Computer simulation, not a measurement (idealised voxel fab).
process module | voxel transistor to metal
Square cells of 5 nm make up the cross-section cut, whose width is 295 nm.
Cross-section format: a grid of square cells, given as bands from top to bottom; each band is one or more rows of cells. Look at the band entry: it leads with the top's height and the bottom's height in nm. Then it lists the materials left to right, with a width in nm for each. The word "edge to edge" on a single material says that material fills the band edge to edge. The word "blank" is empty space. The reference from which all heights are counted is 0, the level beneath which the as-received wafer is entirely one material; the lowest band, having no lower bound, proceeds downward and is written after the example "0..down". Quick explanation for "30 to 40": the width changes in equal steps down the rows of cells, from the first number in the band's top row to the second number in its bottom row. "all unchanged" for a step: no cell of the cross-section changed in that step. For the entry "Sealed-off cavities", the listed items are empty spaces with no open way to the top whose size is 8 cells or more; each item follows the pattern width x height at distance, where distance is from the left edge and all three are in nm. Whatever follows a step's settings on its line is a remark the simulator itself makes about that step. "overlay nm" denotes, for a step that has a mask, the displacement of the mask to the right of its planned place, with negative values corresponding to the left.
Here's what the planned process steps look like:
1 RECEIVE | material Si
2 CONFORMAL_DEP | material SiO2 | thk nm 5
3 CONFORMAL_DEP | material SiN | thk nm 15
4 PATTERN | tone cover | mask id ACTIVE | material resist | width nm 105 | pitch nm 135 | thk nm 15 | overlay nm 0
5 DIRECTIONAL_ETCH | etch materials SiN | depth nm 15
6 DIRECTIONAL_ETCH | etch materials SiO2 | depth nm 5
7 DIRECTIONAL_ETCH | etch materials Si | depth nm 30
8 STRIP | etch materials resist
9 OXIDIZE | depth nm 5
10 FILL_DEP | material SiO2 | thk nm 10
11 CMP | height nm 20
12 SELECTIVE_ETCH | etch materials SiO2 | depth nm 15
13 STRIP | etch materials SiN
14 SELECTIVE_ETCH | etch materials SiO2 | depth nm 5
15 OXIDIZE | depth nm 5
16 DIRECTIONAL_DEP | material polySi | thk nm 25
17 DIRECTIONAL_DEP | material SiCN | thk nm 10
18 MASKED_ETCH | tone cover | mask id GATE | width nm 25 | pitch nm 135 | etch materials SiCN | depth nm 20 | overlay nm 0
19 MASKED_ETCH | tone cover | mask id GATE | width nm 25 | pitch nm 135 | etch materials polySi | depth nm 35 | overlay nm 0
20 CONFORMAL_DEP | material SiO2 | thk nm 5
21 DIRECTIONAL_ETCH | etch materials SiO2 | depth nm 5
22 CONFORMAL_DEP | material SiN | thk nm 10
23 DIRECTIONAL_ETCH | etch materials SiN | depth nm 10
24 DIRECTIONAL_ETCH | etch materials SiO2 | depth nm 5
25 DIRECTIONAL_ETCH | etch materials Si | depth nm 15
26 EPI | material nSi | thk nm 15
27 FILL_DEP | material SiO2 | thk nm 10
28 CMP | height nm 35
29 DIRECTIONAL_DEP | material SiO2 | thk nm 15
30 DIRECTIONAL_DEP | material aC | thk nm 15
31 PATTERN | tone open | mask id CONTACT | material resist | width nm 30 | thk nm 30 | overlay nm 0
32 DIRECTIONAL_ETCH | etch materials aC | depth nm 15
33 STRIP | etch materials resist
34 DIRECTIONAL_ETCH | etch materials SiO2 | depth nm 55
35 STRIP | etch materials aC
36 CONFORMAL_DEP | material TiN | thk nm 5
37 FILL_DEP | material W | thk nm 5
38 CMP | height nm 50
39 DIRECTIONAL_DEP | material TiN | thk nm 5
40 DIRECTIONAL_DEP | material Ru | thk nm 20
41 PATTERN | tone cover | mask id METAL_1 | material resist | width nm 20 | thk nm 20 | overlay nm 0
42 DIRECTIONAL_ETCH | etch materials Ru | depth nm 20
43 DIRECTIONAL_ETCH | etch materials TiN | depth nm 5
44 STRIP | etch materials resist
45 CONFORMAL_DEP | material SiN | thk nm 5
46 FILL_DEP | material lowk | thk nm 5
47 CMP | height nm 75
48 CONFORMAL_DEP | material SiCN | thk nm 5
49 DIRECTIONAL_DEP | material lowk | thk nm 25
50 DIRECTIONAL_DEP | material aC | thk nm 15
51 PATTERN | tone open | mask id METAL_2 | material resist | width nm 20 | pitch nm 135 | thk nm 35 | overlay nm 0
52 DIRECTIONAL_ETCH | etch materials aC | depth nm 15
53 STRIP | etch materials resist
54 DIRECTIONAL_ETCH | etch materials lowk | depth nm 15
55 STRIP | etch materials aC
56 DIRECTIONAL_DEP | material aC | thk nm 10
57 PATTERN | tone open | mask id METAL_2_HOLES | material resist | width nm 15 | pitch nm 135 | thk nm 25 | overlay nm 0
58 DIRECTIONAL_ETCH | etch materials aC | depth nm 10
59 STRIP | etch materials resist
60 DIRECTIONAL_ETCH | etch materials lowk | depth nm 10
61 DIRECTIONAL_ETCH | etch materials SiCN | depth nm 5
62 STRIP | etch materials aC
63 CONFORMAL_DEP | material TiN | thk nm 5
64 FILL_DEP | material Cu | thk nm 5
65 CMP | height nm 105
66 CONFORMAL_DEP | material SiCN | thk nm 5
Delivered wafer in cross-section: state after step 1:
	0..down = Si edge to edge
	Sealed-off cavities: none
One mistake in running the module, otherwise start and plan as above: cross-section at the end:
	110..105 = SiCN edge to edge
	105..95 = lowk 30 nm; TiN 5 nm; Cu 10 nm; TiN 5 nm; lowk 115 nm; TiN 5 nm; Cu 10 nm; TiN 5 nm; lowk 110 nm
	95..90 = lowk 30 nm; TiN 5 nm; Cu 5 nm; TiN 10 nm; lowk 115 nm; TiN 5 nm; Cu 5 nm; TiN 10 nm; lowk 110 nm
	90..80 = lowk 30 nm; TiN 5 nm; Cu 5 nm; TiN 5 nm; lowk 120 nm; TiN 5 nm; Cu 5 nm; TiN 5 nm; lowk 115 nm
	80..75 = SiCN 30 nm; TiN 15 nm; SiCN 120 nm; TiN 15 nm; SiCN 115 nm
	75..55 = lowk 25 nm; SiN 5 nm; Ru 20 nm; SiN 5 nm; lowk 45 nm; SiN 5 nm; Ru 20 nm; SiN 5 nm; lowk 30 nm; SiN 5 nm; Ru 20 nm; SiN 5 nm; lowk 45 nm; SiN 5 nm; Ru 20 nm; SiN 5 nm; lowk 30 nm
	55..50 = SiN 30 nm; TiN 20 nm; SiN 55 nm; TiN 20 nm; SiN 40 nm; TiN 20 nm; SiN 55 nm; TiN 20 nm; SiN 35 nm
	50..40 = SiO2 30 nm; TiN 5 nm; W 20 nm; TiN 5 nm; SiO2 35 nm; TiN 5 nm; W 20 nm; TiN 5 nm; SiO2 40 nm; TiN 5 nm; W 20 nm; TiN 5 nm; SiO2 35 nm; TiN 5 nm; W 20 nm; TiN 5 nm; SiO2 35 nm
	40..35 = SiO2 30 nm; TiN 5 nm; W 15 nm; TiN 10 nm; SiO2 35 nm; TiN 10 nm; W 15 nm; TiN 5 nm; SiO2 40 nm; TiN 5 nm; W 15 nm; TiN 10 nm; SiO2 35 nm; TiN 10 nm; W 15 nm; TiN 5 nm; SiO2 35 nm
	35..25 = SiO2 30 nm; TiN 5 nm; W 15 nm; TiN 5 nm; SiN 10 nm; SiCN 25 nm; SiN 10 nm; TiN 5 nm; W 15 nm; TiN 5 nm; SiO2 40 nm; TiN 5 nm; W 15 nm; TiN 5 nm; SiN 10 nm; SiCN 25 nm; SiN 10 nm; TiN 5 nm; W 15 nm; TiN 5 nm; SiO2 35 nm
	25..15 = SiO2 30 nm; TiN 5 nm; W 15 nm; TiN 5 nm; SiN 10 nm; polySi 25 nm; SiN 10 nm; TiN 5 nm; W 15 nm; TiN 5 nm; SiO2 40 nm; TiN 5 nm; W 15 nm; TiN 5 nm; SiN 10 nm; polySi 25 nm; SiN 10 nm; TiN 5 nm; W 15 nm; TiN 5 nm; SiO2 35 nm
	15..10 = SiO2 30 nm; TiN 25 nm; SiN 10 nm; polySi 25 nm; SiN 10 nm; TiN 25 nm; SiO2 40 nm; TiN 25 nm; SiN 10 nm; polySi 25 nm; SiN 10 nm; TiN 25 nm; SiO2 35 nm
	10..0 = SiO2 30 nm; TiN 10 nm; nSi 15 nm; SiN 10 nm; polySi 25 nm; SiN 10 nm; nSi 15 nm; TiN 10 nm; SiO2 40 nm; TiN 10 nm; nSi 15 nm; SiN 10 nm; polySi 25 nm; SiN 10 nm; nSi 15 nm; TiN 10 nm; SiO2 35 nm
	0..-5 = SiO2 30 nm; TiN 10 nm; nSi 15 nm; SiN 10 nm; SiO2 25 nm; SiN 10 nm; nSi 15 nm; TiN 10 nm; SiO2 40 nm; TiN 10 nm; nSi 15 nm; SiN 10 nm; SiO2 25 nm; SiN 10 nm; nSi 15 nm; TiN 10 nm; SiO2 35 nm
	-5..-10 = SiO2 25 nm; nSi 30 nm; Si 45 nm; nSi 30 nm; SiO2 30 nm; nSi 30 nm; Si 45 nm; nSi 30 nm; SiO2 30 nm
	-10..-20 = SiO2 30 nm; nSi 25 nm; Si 45 nm; nSi 25 nm; SiO2 40 nm; nSi 25 nm; Si 45 nm; nSi 25 nm; SiO2 35 nm
	-20..-35 = SiO2 30 nm; Si 95 nm; SiO2 40 nm; Si 95 nm; SiO2 35 nm
	-35..down = Si edge to edge
	Sealed-off cavities: none
Misprocessing identified: plan step 20 never ran because it was skipped
